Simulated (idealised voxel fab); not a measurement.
process module | voxel wiring stack
cross-section cut | 160 nm wide | cells 5 nm
A cross-section is a grid of square cells, given in bands from the top down. A band is one or more rows of cells.
Each band's line starts with the height of the band's top and of its bottom, in nm. Then come its materials from left to right, each with its width in nm. One material with "throughout" fills the band from edge to edge. "air" is empty space.
Height 0 is the level under which the wafer as received is all one material. The lowest band goes on downwards, as in "0 down".
A width such as "30 to 40" changes by the same amount from each row of cells to the next, from the band's top row to its bottom row.
"no change" after a step means that no cell of the cross-section changed.
closed voids: empty space of 8 cells or more with no open way to the top, each as width x height at its distance from the left edge, in nm
after a step's settings: what the simulator itself notes on the step
overlay nm, on a step with a mask: how far to the right of its planned place the mask lay; to the left if negative
plan
1 op RECEIVE | material Si
2 op CONFORMAL_DEP | material SiO2 | thk nm 15
3 op CONFORMAL_DEP | material SiCN | thk nm 5
4 op DIRECTIONAL_DEP | material lowk | thk nm 20
5 op DIRECTIONAL_DEP | material aC | thk nm 15
6 op PATTERN | tone open | mask id METAL_1 | material resist | width nm 25 | pitch nm 45 | thk nm 30 | overlay nm 0
7 op DIRECTIONAL_ETCH | etch materials aC | depth nm 15
8 op STRIP | etch materials resist
9 op DIRECTIONAL_ETCH | etch materials lowk | depth nm 20
10 op DIRECTIONAL_ETCH | etch materials SiCN | depth nm 5
11 op STRIP | etch materials aC
12 op CONFORMAL_DEP | material TiN | thk nm 5
13 op FILL_DEP | material Cu | thk nm 5
14 op CMP | height nm 40
15 op CONFORMAL_DEP | material SiCN | thk nm 5
16 op DIRECTIONAL_DEP | material lowk | thk nm 15
17 op MASKED_ETCH | tone open | mask id PLUG_1 | width nm 15 | pitch nm 45 | etch materials lowk | depth nm 15 | overlay nm 0
18 op MASKED_ETCH | tone open | mask id PLUG_1 | width nm 15 | pitch nm 45 | etch materials SiCN | depth nm 5 | overlay nm 0
19 op EPI | material Ru | thk nm 10
20 op EPI | material Ru | thk nm 10
21 op CONFORMAL_DEP | material SiCN | thk nm 5
22 op DIRECTIONAL_DEP | material SiO2 | thk nm 20
23 op PATTERN | tone open | mask id METAL_2 | material resist | width nm 25 | pitch nm 45 | thk nm 15 | overlay nm 0
24 op DIRECTIONAL_ETCH | etch materials SiO2 | depth nm 20
25 op DIRECTIONAL_ETCH | etch materials SiCN | depth nm 5
26 op STRIP | etch materials resist
27 op CONFORMAL_DEP | material TiN | thk nm 5
28 op FILL_DEP | material W | thk nm 10
29 op CMP | height nm 85
30 op CONFORMAL_DEP | material SiCN | thk nm 5
31 op DIRECTIONAL_DEP | material SiO2 | thk nm 35
32 op PATTERN | tone open | mask id METAL_3_HOLES | material resist | width nm 15 | pitch nm 45 | thk nm 20 | overlay nm 0
33 op DIRECTIONAL_ETCH | etch materials SiO2 | depth nm 35
34 op STRIP | etch materials resist
35 op DIRECTIONAL_DEP | material aC | thk nm 10
36 op PATTERN | tone open | mask id METAL_3 | material resist | width nm 25 | pitch nm 45 | thk nm 30 | overlay nm 0
37 op DIRECTIONAL_ETCH | etch materials aC | depth nm 10
38 op STRIP | etch materials resist
39 op DIRECTIONAL_ETCH | etch materials SiO2 | depth nm 20
40 op DIRECTIONAL_ETCH | etch materials SiCN | depth nm 5
41 op STRIP | etch materials aC
42 op CONFORMAL_DEP | material TiN | thk nm 5
43 op FILL_DEP | material Cu | thk nm 10
44 op CMP | height nm 125
45 op CONFORMAL_DEP | material SiCN | thk nm 5
46 op DIRECTIONAL_DEP | material SiO2 | thk nm 10
47 op PATTERN | tone open | mask id PLUG_3 | material resist | width nm 15 | pitch nm 45 | thk nm 15 | overlay nm 0
48 op DIRECTIONAL_ETCH | etch materials SiO2 | depth nm 10
49 op DIRECTIONAL_ETCH | etch materials SiCN | depth nm 5
50 op STRIP | etch materials resist
51 op EPI | material Ru | thk nm 10
52 op EPI | material Ru | thk nm 5
53 op DIRECTIONAL_DEP | material TiN | thk nm 5
54 op DIRECTIONAL_DEP | material Ru | thk nm 20
55 op PATTERN | tone cover | mask id METAL_4 | material resist | width nm 25 | pitch nm 45 | thk nm 15 | overlay nm 0
56 op DIRECTIONAL_ETCH | etch materials Ru | depth nm 10
57 op DIRECTIONAL_ETCH | etch materials TiN | depth nm 5
58 op STRIP | etch materials resist
59 op CONFORMAL_DEP | material SiN | thk nm 5
60 op FILL_DEP | material lowk | thk nm 10
61 op CMP | height nm 165
62 op CONFORMAL_DEP | material SiCN | thk nm 5
varied across the wafers: depth nm of step 56. The plan shows the first wafer's value. All wafers start alike
first wafer as received, after step 1
  0 down: Si throughout
  closed voids: none
each wafer at the end: cells of each material gained (+) or lost (-) since it was received, then its closed voids
depth nm 10 | +50 Cu | +126 Ru | +154 SiCN | +26 SiN | +402 SiO2 | +122 TiN | +24 W | +184 lowk | closed voids: none
depth nm 15 | +50 Cu | +104 Ru | +154 SiCN | +30 SiN | +402 SiO2 | +122 TiN | +24 W | +202 lowk | closed voids: none
depth nm 20 | +50 Cu | +82 Ru | +154 SiCN | +38 SiN | +402 SiO2 | +100 TiN | +24 W | +238 lowk | closed voids: none
depth nm 25 | +50 Cu | +82 Ru | +154 SiCN | +38 SiN | +402 SiO2 | +100 TiN | +24 W | +238 lowk | closed voids: none
depth nm 30 | +50 Cu | +82 Ru | +154 SiCN | +38 SiN | +402 SiO2 | +100 TiN | +24 W | +238 lowk | closed voids: none
depth nm 35 | +50 Cu | +82 Ru | +154 SiCN | +38 SiN | +402 SiO2 | +100 TiN | +24 W | +238 lowk | closed voids: none
